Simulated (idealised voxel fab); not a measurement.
Herein follows the process module entitled voxel wiring stack.
Cross-section cut: width 185 nm, square cells of 5 nm.
Bands, listed from the top down, are how a cross-section gets written in this document; the cross-section itself is a grid of square cells, and a band is one or more rows of them. Within each band entry, the heights of the top and of the bottom of the band appear first, in that order and in nm; the materials of the band then follow from left to right, each with its corresponding width in nm. The designation "throughout" on a single material indicates that it fills the band from edge to edge; the designation "blank" indicates empty space. It should be noted that heights are counted from 0, beneath which the wafer as supplied is of one material throughout, and that the lowest band possesses no lower boundary but continues downward, as written in "0 and below". You'd read "30->40" like this: the band's top row of cells is as wide as the first number, its bottom row is as wide as the second, and going down, every row changes width by the same amount as the row before did. Step marked "remains unaltered"? Then no cell in the cross-section changed in it. Each empty space that has no open way to the top and spans at least 8 cells appears under "Closed void inventory" as width x height at distance, the distance counted from the left edge, all in nm. Text after the settings on a step's line: the simulator's own remark on that step. overlay nm: step with mask; distance mask lay right of planned place; negative value = left of planned place.

THIS SECTION LISTS THE PROCESS STEPS THAT WERE PLANNED
- 1: RECEIVE | material Si
- 2: CONFORMAL_DEP | material SiO2 | thk nm 10
- 3: CONFORMAL_DEP | material SiCN | thk nm 5
- 4: DIRECTIONAL_DEP | material SiO2 | thk nm 20
- 5: DIRECTIONAL_DEP | material aC | thk nm 15
- 6: PATTERN | tone open | mask id METAL_1 | material resist | width nm 30 | pitch nm 50 | thk nm 35 | overlay nm 0
- 7: DIRECTIONAL_ETCH | etch materials aC | depth nm 15
- 8: STRIP | etch materials resist
- 9: DIRECTIONAL_ETCH | etch materials SiO2 | depth nm 20
- 10: DIRECTIONAL_ETCH | etch materials SiCN | depth nm 5
- 11: STRIP | etch materials aC
- 12: CONFORMAL_DEP | material TiN | thk nm 5
- 13: FILL_DEP | material Ru | thk nm 5
- 14: CMP | height nm 35
- 15: CONFORMAL_DEP | material SiCN | thk nm 5
- 16: DIRECTIONAL_DEP | material lowk | thk nm 35
- 17: PATTERN | tone open | mask id METAL_2 | material resist | width nm 30 | pitch nm 50 | thk nm 20 | overlay nm 0
- 18: DIRECTIONAL_ETCH | etch materials lowk | depth nm 20
- 19: STRIP | etch materials resist
- 20: PATTERN | tone open | mask id METAL_2_HOLES | material resist | width nm 15 | pitch nm 50 | thk nm 15 | overlay nm 0
- 21: DIRECTIONAL_ETCH | etch materials lowk | depth nm 15
- 22: DIRECTIONAL_ETCH | etch materials SiCN | depth nm 5
- 23: STRIP | etch materials resist
- 24: CONFORMAL_DEP | material TiN | thk nm 5
- 25: FILL_DEP | material Cu | thk nm 5
- 26: CMP | height nm 75
- 27: CONFORMAL_DEP | material SiN | thk nm 5
What sets these wafers apart? The thk nm at step 27. They all start alike, and the plan carries the first wafer's value.

AS-RECEIVED STATE AFTER STEP 1, FIRST OF SEVERAL WAFERS, CROSS-SECTION
> 0 and below: Si throughout
> Closed void inventory: none

EACH WAFER AT THE END: CELLS OF EACH MATERIAL GAINED (+) OR LOST (-) SINCE IT WAS RECEIVED, THEN ITS CLOSED VOIDS
thk nm 5; +32 Cu; +32 Ru; +56 SiCN; +37 SiN; +174 SiO2; +68 TiN; +193 lowk; Closed void inventory: none
thk nm 10; +32 Cu; +32 Ru; +56 SiCN; +74 SiN; +174 SiO2; +68 TiN; +193 lowk; Closed void inventory: none
thk nm 15; +32 Cu; +32 Ru; +56 SiCN; +111 SiN; +174 SiO2; +68 TiN; +193 lowk; Closed void inventory: none
thk nm 20; +32 Cu; +32 Ru; +56 SiCN; +148 SiN; +174 SiO2; +68 TiN; +193 lowk; Closed void inventory: none
